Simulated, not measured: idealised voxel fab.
process module | voxel transistor to metal
cross-section cut | 280 nm wide | cells 5 nm
A cross-section is a grid of square cells, given in bands from the top down. A band is one or more rows of cells.
Each band's line starts with the height of the band's top and of its bottom, in nm. Then come its materials from left to right, each with its width in nm. One material with "throughout" fills the band from edge to edge. "air" is empty space.
Height 0 is the level under which the wafer as received is all one material. The lowest band goes on downwards, as in "0 down".
A width such as "30 to 40" changes by the same amount from each row of cells to the next, from the band's top row to its bottom row.
"no change" after a step means that no cell of the cross-section changed.
closed voids: empty space of 8 cells or more with no open way to the top, each as width x height at its distance from the left edge, in nm
after a step's settings: what the simulator itself notes on the step
overlay nm, on a step with a mask: how far to the right of its planned place the mask lay; to the left if negative
plan
1 op RECEIVE | material Si
2 op OXIDIZE | depth nm 5
3 op CONFORMAL_DEP | material SiN | thk nm 10
4 op PATTERN | tone cover | mask id ACTIVE | material resist | width nm 110 | pitch nm 130 | thk nm 15 | overlay nm 0
5 op DIRECTIONAL_ETCH | etch materials SiN | depth nm 10
6 op DIRECTIONAL_ETCH | etch materials SiO2 | depth nm 5
7 op DIRECTIONAL_ETCH | etch materials Si | depth nm 35
8 op STRIP | etch materials resist
9 op FILL_DEP | material SiO2 | thk nm 10
10 op CMP | height nm 10
11 op SELECTIVE_ETCH | etch materials SiO2 | depth nm 10
12 op STRIP | etch materials SiN
13 op SELECTIVE_ETCH | etch materials SiO2 | depth nm 5
14 op OXIDIZE | depth nm 5
15 op DIRECTIONAL_DEP | material polySi | thk nm 25
16 op DIRECTIONAL_DEP | material SiCN | thk nm 15
17 op MASKED_ETCH | tone cover | mask id GATE | width nm 30 | pitch nm 130 | etch materials SiCN | depth nm 25 | overlay nm 0
18 op MASKED_ETCH | tone cover | mask id GATE | width nm 30 | pitch nm 130 | etch materials polySi | depth nm 35 | overlay nm 0
19 op CONFORMAL_DEP | material SiN | thk nm 10
20 op DIRECTIONAL_ETCH | etch materials SiN | depth nm 10
21 op DIRECTIONAL_ETCH | etch materials SiO2 | depth nm 5
22 op DIRECTIONAL_ETCH | etch materials Si | depth nm 5
23 op EPI | material nSi | thk nm 5
24 op FILL_DEP | material SiO2 | thk nm 5
25 op CMP | height nm 20
26 op STRIP | etch materials polySi
27 op SELECTIVE_ETCH | etch materials SiO2 | depth nm 5
28 op CONFORMAL_DEP | material HfO2 | thk nm 5
29 op CONFORMAL_DEP | material TiN | thk nm 5
30 op FILL_DEP | material W | thk nm 5
31 op CMP | height nm 15
32 op DIRECTIONAL_DEP | material SiO2 | thk nm 10
33 op PATTERN | tone open | mask id CONTACT | material resist | width nm 15 | thk nm 15 | overlay nm 0
34 op DIRECTIONAL_ETCH | etch materials SiO2 | depth nm 35
35 op STRIP | etch materials resist
36 op CONFORMAL_DEP | material TiN | thk nm 5
37 op FILL_DEP | material W | thk nm 10
38 op CMP | height nm 25
39 op CONFORMAL_DEP | material SiCN | thk nm 5
40 op DIRECTIONAL_DEP | material lowk | thk nm 25
41 op PATTERN | tone open | mask id METAL_1 | material resist | width nm 15 | thk nm 15 | overlay nm 0
42 op DIRECTIONAL_ETCH | etch materials lowk | depth nm 25
43 op DIRECTIONAL_ETCH | etch materials SiCN | depth nm 5
44 op STRIP | etch materials resist
45 op CONFORMAL_DEP | material TiN | thk nm 5
46 op FILL_DEP | material Ru | thk nm 5
47 op CMP | height nm 55
48 op CONFORMAL_DEP | material SiCN | thk nm 5
as received, after step 1
  0 down: Si throughout
  closed voids: none
first wafer at the end, as planned
  60 to 55: SiCN throughout
  55 to 30: lowk 30 | TiN 5 | Ru 5 | TiN 5 | lowk 60 | TiN 5 | Ru 5 | TiN 5 | lowk 40 | TiN 5 | Ru 5 | TiN 5 | lowk 60 | TiN 5 | Ru 5 | TiN 5 | lowk 30
  30 to 25: SiCN 30 | TiN 15 | SiCN 60 | TiN 15 | SiCN 40 | TiN 15 | SiCN 60 | TiN 15 | SiCN 30
  25 to 15: SiO2 30 | TiN 5 | W 5 | TiN 5 | SiO2 60 | TiN 5 | W 5 | TiN 5 | SiO2 40 | TiN 5 | W 5 | TiN 5 | SiO2 60 | TiN 5 | W 5 | TiN 5 | SiO2 30
  15 to 0: SiO2 30 | TiN 5 | W 5 | TiN 5 | SiO2 5 | SiN 10 | HfO2 5 | TiN 5 | W 10 | TiN 5 | HfO2 5 | SiN 10 | SiO2 5 | TiN 5 | W 5 | TiN 5 | SiO2 40 | TiN 5 | W 5 | TiN 5 | SiO2 5 | SiN 10 | HfO2 5 | TiN 5 | W 10 | TiN 5 | HfO2 5 | SiN 10 | SiO2 5 | TiN 5 | W 5 | TiN 5 | SiO2 30
  0 to -5: SiO2 30 | TiN 5 | W 5 | TiN 5 | SiO2 5 | SiN 10 | HfO2 5 | TiN 20 | HfO2 5 | SiN 10 | SiO2 5 | TiN 5 | W 5 | TiN 5 | SiO2 40 | TiN 5 | W 5 | TiN 5 | SiO2 5 | SiN 10 | HfO2 5 | TiN 20 | HfO2 5 | SiN 10 | SiO2 5 | TiN 5 | W 5 | TiN 5 | SiO2 30
  -5 to -10: SiO2 30 | TiN 15 | nSi 5 | SiO2 5 | HfO2 40 | SiO2 5 | nSi 5 | TiN 15 | SiO2 40 | TiN 15 | nSi 5 | SiO2 5 | HfO2 40 | SiO2 5 | nSi 5 | TiN 15 | SiO2 30
  -10 to -15: SiO2 20 | nSi 30 | Si 50 | nSi 30 | SiO2 20 | nSi 30 | Si 50 | nSi 30 | SiO2 20
  -15 to -40: SiO2 20 | Si 110 | SiO2 20 | Si 110 | SiO2 20
  -40 down: Si throughout
  closed voids: none
second wafer at the end: like start, like plan, one mistake
  60 to 55: SiCN throughout
  55 to 30: lowk 30 | TiN 5 | Ru 5 | TiN 5 | lowk 60 | TiN 5 | Ru 5 | TiN 5 | lowk 40 | TiN 5 | Ru 5 | TiN 5 | lowk 60 | TiN 5 | Ru 5 | TiN 5 | lowk 30
  30 to 25: SiCN 30 | TiN 15 | SiCN 60 | TiN 15 | SiCN 40 | TiN 15 | SiCN 60 | TiN 15 | SiCN 30
  25 to 15: SiO2 25 | TiN 5 | W 15 | TiN 5 | SiO2 50 | TiN 5 | W 15 | TiN 5 | SiO2 30 | TiN 5 | W 15 | TiN 5 | SiO2 50 | TiN 5 | W 15 | TiN 5 | SiO2 25
  15 to 0: SiO2 25 | TiN 5 | W 15 | TiN 5 | SiN 10 | HfO2 5 | TiN 5 | W 10 | TiN 5 | HfO2 5 | SiN 10 | TiN 5 | W 15 | TiN 5 | SiO2 30 | TiN 5 | W 15 | TiN 5 | SiN 10 | HfO2 5 | TiN 5 | W 10 | TiN 5 | HfO2 5 | SiN 10 | TiN 5 | W 15 | TiN 5 | SiO2 25
  0 to -5: SiO2 25 | TiN 5 | W 10 | TiN 10 | SiN 10 | HfO2 5 | TiN 20 | HfO2 5 | SiN 10 | TiN 10 | W 10 | TiN 5 | SiO2 30 | TiN 5 | W 10 | TiN 10 | SiN 10 | HfO2 5 | TiN 20 | HfO2 5 | SiN 10 | TiN 10 | W 10 | TiN 5 | SiO2 25
  -5 to -10: SiO2 25 | TiN 20 | nSi 5 | SiO2 5 | HfO2 40 | SiO2 5 | nSi 5 | TiN 20 | SiO2 30 | TiN 20 | nSi 5 | SiO2 5 | HfO2 40 | SiO2 5 | nSi 5 | TiN 20 | SiO2 25
  -10 to -15: SiO2 20 | nSi 30 | Si 50 | nSi 30 | SiO2 20 | nSi 30 | Si 50 | nSi 30 | SiO2 20
  -15 to -40: SiO2 20 | Si 110 | SiO2 20 | Si 110 | SiO2 20
  -40 down: Si throughout
  closed voids: none
what went wrong: step 33 ran as: op PATTERN | tone open | mask id CONTACT | material resist | width nm 25 | thk nm 15 | overlay nm 0
at the end the second wafer has, in cells: 52 fewer of SiO2 | 8 more of TiN | 44 more of W
